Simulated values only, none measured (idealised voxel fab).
Proc. module: voxel double patterning
It is cross-section cut that appears here, measuring 220 nm in width, its square cells being 5 nm in size.
In this document a cross-section is written as a grid of square cells. It is given as a series of bands, listed from the top down, and a band is one or more rows of cells.
The band entry comprises the height of the band's top followed by the height of its bottom, expressed in nm, and subsequently the band's materials from left to right, each stated together with its width in nm. Where a single material is marked with the word "edge to edge", that material fills the band from edge to edge. The word "empty" represents empty space.
For the purposes of this specification, 0 denotes the height below which the wafer in its as-received condition is composed wholly of one material, and the lowermost band, lacking a lower limit, extends downward without end, as expressed in "0 -> down".
Width: "30 to 40" (first number = top row, second number = bottom row, same change from row to row of cells).
Key: "remained unchanged" - step with no changed cell in the cross-section.
Reported under the label "Closed void list" are the empty spaces having no open way to the top and comprising 8 cells or more; the notation for each is width x height at distance, in which the distance is measured from the left edge and all three values are in nm.
Post-settings text on a step line: simulator's own remark regarding the step.
The line of a step may include "overlay nm". On a step with a mask, this value is how far to the right of its planned place the mask lay. A negative value means the mask lay to the left.
**plan**
1. RECEIVE: material Si
2. CONFORMAL_DEP: material SiO2, thk nm 10
3. DIRECTIONAL_DEP: material W, thk nm 15
4. DIRECTIONAL_DEP: material SiCN, thk nm 5
5. DIRECTIONAL_DEP: material aC, thk nm 10
6. PATTERN: tone open, mask id FIRST, material resist, width nm 15, pitch nm 50, thk nm 25, overlay nm 0
7. DIRECTIONAL_ETCH: etch materials aC, depth nm 10
8. STRIP: etch materials resist
9. DIRECTIONAL_ETCH: etch materials SiCN, depth nm 5
10. STRIP: etch materials aC
11. DIRECTIONAL_DEP: material aC, thk nm 10
12. PATTERN: tone open, mask id SECOND, material resist, width nm 15, pitch nm 50, thk nm 30, overlay nm 0
13. DIRECTIONAL_ETCH: etch materials aC, depth nm 10
14. STRIP: etch materials resist
15. DIRECTIONAL_ETCH: etch materials SiCN, depth nm 5
16. STRIP: etch materials aC
17. DIRECTIONAL_ETCH: etch materials W, depth nm 15
18. STRIP: etch materials SiCN
**Here's what the wafer looked like in cross-section when it arrived - that's after step 1**
> 0 -> down: Si edge to edge
> Closed void list: none
**The first of the two wafers as seen in cross-section once the module was finished; processing followed the plan**
> 25 -> 10: 50 nm W, 15 nm empty, 10 nm W, 15 nm empty, 10 nm W, 15 nm empty, 10 nm W, 15 nm empty, 10 nm W, 15 nm empty, 55 nm W
> 10 -> 0: SiO2 edge to edge
> 0 -> down: Si edge to edge
> Closed void list: none
**Cross-section of the latter of the two wafers at module completion. It had an identical start and an identical plan to the former; in running it, one mistake was made**
> 25 -> 10: 60 nm W, 30 nm empty, 20 nm W, 30 nm empty, 20 nm W, 15 nm empty, 45 nm W
> 10 -> 0: SiO2 edge to edge
> 0 -> down: Si edge to edge
> Closed void list: none
Where did the run depart from the plan? step 6, actual vs plan mismatch, actual run PATTERN: tone open, mask id FIRST, material resist, width nm 15, pitch nm 50, thk nm 25, overlay nm 10
Comparing end states, the material composition by cell count is preserved from the first wafer to the second, while the locations of the cells are not.
